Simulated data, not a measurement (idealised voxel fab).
Process module in this document: voxel gate over fins
Cross-section cut spans 290 nm and uses square cells 5 nm in size.
For the purposes of this document, a cross-section shall be understood as a grid of square cells, specified as bands listed in top-to-bottom order, each band consisting of one or more rows of cells. Basically the band line says how high the top is and how high the bottom is, in nm, and then what's in it from left to right, every material with its width in nm. Empty space shows up as "air", and if a single material carries "all across" it runs the full band edge to edge. Note: height 0 marks the level under which the wafer is uniformly one material as received. Lowest band unbounded below, written "0 and below". A two-number width, for instance "30..40", indicates that the width is equal to the first number in the top row of the band and to the second number in the bottom row, and that it changes by a constant amount per row of cells. For the purposes of this document, the phrase "nothing changed" attached to a step denotes that no cell within the cross-section was modified by that step. "Catalogued sealed voids" means: voids of 8 cells or more that are shut off from the top with no open way through. Written width x height at distance, distance from the left edge, in nm. Step line, after settings: the simulator's comment on this step. If you see "overlay nm" on a step's line and that step has a mask, it's telling you how far right of where it was planned the mask ended up; a negative number means it went left instead.
Below is the list of planned process steps
1) RECEIVE: material Si
2) CONFORMAL_DEP: material SiN, thk nm 5
3) MASKED_ETCH: tone cover, mask id FINS, width nm 15, pitch nm 35, etch materials SiN, depth nm 5, overlay nm 0
4) MASKED_ETCH: tone cover, mask id FINS, width nm 15, pitch nm 35, etch materials Si, depth nm 35, overlay nm 0
5) FILL_DEP: material SiO2, thk nm 10
6) CMP: height nm 5
7) SELECTIVE_ETCH: etch materials SiO2, depth nm 20
8) STRIP: etch materials SiN
9) CONFORMAL_DEP: material HfO2, thk nm 5
10) CONFORMAL_DEP: material TiN, thk nm 5
11) FILL_DEP: material W, thk nm 10
12) CMP: height nm 15
13) CONFORMAL_DEP: material SiN, thk nm 5
Below: the first of two wafers, run as planned
Cross-sectional view of the wafer in its as-received condition, corresponding to the state after step 1
- 0 and below: Si all across
- Catalogued sealed voids: none
Upon completion of step 2, the wafer appears in cross-section as shown
- 5 down to 0: SiN all across
- Everything under 0 stays put, no change at all.
Upon completion of step 3, the wafer appears in cross-section as shown
- 5 down to 0: air: 100, then SiN: 15, then air: 20, then SiN: 15, then air: 20, then SiN: 15, then air: 105
- Everything under 0 stays put, no change at all.
Upon completion of step 4, the wafer appears in cross-section as shown
- 5 down to 0: air: 100, then SiN: 15, then air: 20, then SiN: 15, then air: 20, then SiN: 15, then air: 105
- 0 down to -35: air: 100, then Si: 15, then air: 20, then Si: 15, then air: 20, then Si: 15, then air: 105
- Everything under -35 stays put, no change at all.
Upon completion of step 5, the wafer appears in cross-section as shown
- 15 down to 5: SiO2 all across
- 5 down to 0: SiO2: 100, then SiN: 15, then SiO2: 20, then SiN: 15, then SiO2: 20, then SiN: 15, then SiO2: 105
- 0 down to -35: SiO2: 100, then Si: 15, then SiO2: 20, then Si: 15, then SiO2: 20, then Si: 15, then SiO2: 105
- Everything under -35 stays put, no change at all.
Upon completion of step 6, the wafer appears in cross-section as shown
- 5 down to 0: SiO2: 100, then SiN: 15, then SiO2: 20, then SiN: 15, then SiO2: 20, then SiN: 15, then SiO2: 105
- Everything under 0 stays put, no change at all.
Upon completion of step 7, the wafer appears in cross-section as shown
- 5 down to 0: air: 100, then SiN: 15, then air: 20, then SiN: 15, then air: 20, then SiN: 15, then air: 105
- 0 down to -15: air: 100, then Si: 15, then air: 20, then Si: 15, then air: 20, then Si: 15, then air: 105
- Everything under -15 stays put, no change at all.
Upon completion of step 8, the wafer appears in cross-section as shown
- 0 down to -15: air: 100, then Si: 15, then air: 20, then Si: 15, then air: 20, then Si: 15, then air: 105
- Everything under -15 stays put, no change at all.
Upon completion of step 9, the wafer appears in cross-section as shown
- 5 down to 0: air: 95, then HfO2: 25, then air: 10, then HfO2: 25, then air: 10, then HfO2: 25, then air: 100
- 0 down to -10: air: 95, then HfO2: 5, then Si: 15, then HfO2: 5, then air: 10, then HfO2: 5, then Si: 15, then HfO2: 5, then air: 10, then HfO2: 5, then Si: 15, then HfO2: 5, then air: 100
- -10 down to -15: HfO2: 100, then Si: 15, then HfO2: 20, then Si: 15, then HfO2: 20, then Si: 15, then HfO2: 105
- Everything under -15 stays put, no change at all.
Upon completion of step 10, the wafer appears in cross-section as shown
- 10 down to 5: air: 90, then TiN: 105, then air: 95
- 5 down to 0: air: 90, then TiN: 5, then HfO2: 25, then TiN: 10, then HfO2: 25, then TiN: 10, then HfO2: 25, then TiN: 5, then air: 95
- 0 down to -5: air: 90, then TiN: 5, then HfO2: 5, then Si: 15, then HfO2: 5, then TiN: 10, then HfO2: 5, then Si: 15, then HfO2: 5, then TiN: 10, then HfO2: 5, then Si: 15, then HfO2: 5, then TiN: 5, then air: 95
- -5 down to -10: TiN: 95, then HfO2: 5, then Si: 15, then HfO2: 5, then TiN: 10, then HfO2: 5, then Si: 15, then HfO2: 5, then TiN: 10, then HfO2: 5, then Si: 15, then HfO2: 5, then TiN: 100
- Everything under -10 stays put, no change at all.
Upon completion of step 11, the wafer appears in cross-section as shown
- 20 down to 10: W all across
- 10 down to 5: W: 90, then TiN: 105, then W: 95
- 5 down to 0: W: 90, then TiN: 5, then HfO2: 25, then TiN: 10, then HfO2: 25, then TiN: 10, then HfO2: 25, then TiN: 5, then W: 95
- 0 down to -5: W: 90, then TiN: 5, then HfO2: 5, then Si: 15, then HfO2: 5, then TiN: 10, then HfO2: 5, then Si: 15, then HfO2: 5, then TiN: 10, then HfO2: 5, then Si: 15, then HfO2: 5, then TiN: 5, then W: 95
- Everything under -5 stays put, no change at all.
Upon completion of step 12, the wafer appears in cross-section as shown
- 15 down to 10: W all across
- Everything under 10 stays put, no change at all.
Upon completion of step 13, the wafer appears in cross-section as shown
- 20 down to 15: SiN all across
- Everything under 15 stays put, no change at all.
Here the second wafer is described. Its start and its plan were those of the first wafer. Its run contained one mistake. Up to and including step 10, it did exactly what the first wafer did
Cross-section of the second wafer corresponding to the planned conclusion of step 11
- 20 down to 10: SiO2 all across
- 10 down to 5: SiO2: 90, then TiN: 105, then SiO2: 95
- 5 down to 0: SiO2: 90, then TiN: 5, then HfO2: 25, then TiN: 10, then HfO2: 25, then TiN: 10, then HfO2: 25, then TiN: 5, then SiO2: 95
- 0 down to -5: SiO2: 90, then TiN: 5, then HfO2: 5, then Si: 15, then HfO2: 5, then TiN: 10, then HfO2: 5, then Si: 15, then HfO2: 5, then TiN: 10, then HfO2: 5, then Si: 15, then HfO2: 5, then TiN: 5, then SiO2: 95
- Everything under -5 stays put, no change at all.
Cross-section of the second wafer corresponding to the planned conclusion of step 12
- 15 down to 10: SiO2 all across
- Everything under 10 stays put, no change at all.
Cross-section of the second wafer corresponding to the planned conclusion of step 13
- 20 down to 15: SiN all across
- Everything under 15 stays put, no change at all.
What broke from the plan during processing? heads up, step 11 didn't go per plan, it actually ran as FILL_DEP: material SiO2, thk nm 10
At the finish, the second wafer shows more or fewer cells for some materials than the first does: SiO2: 169 more, W: 169 fewer
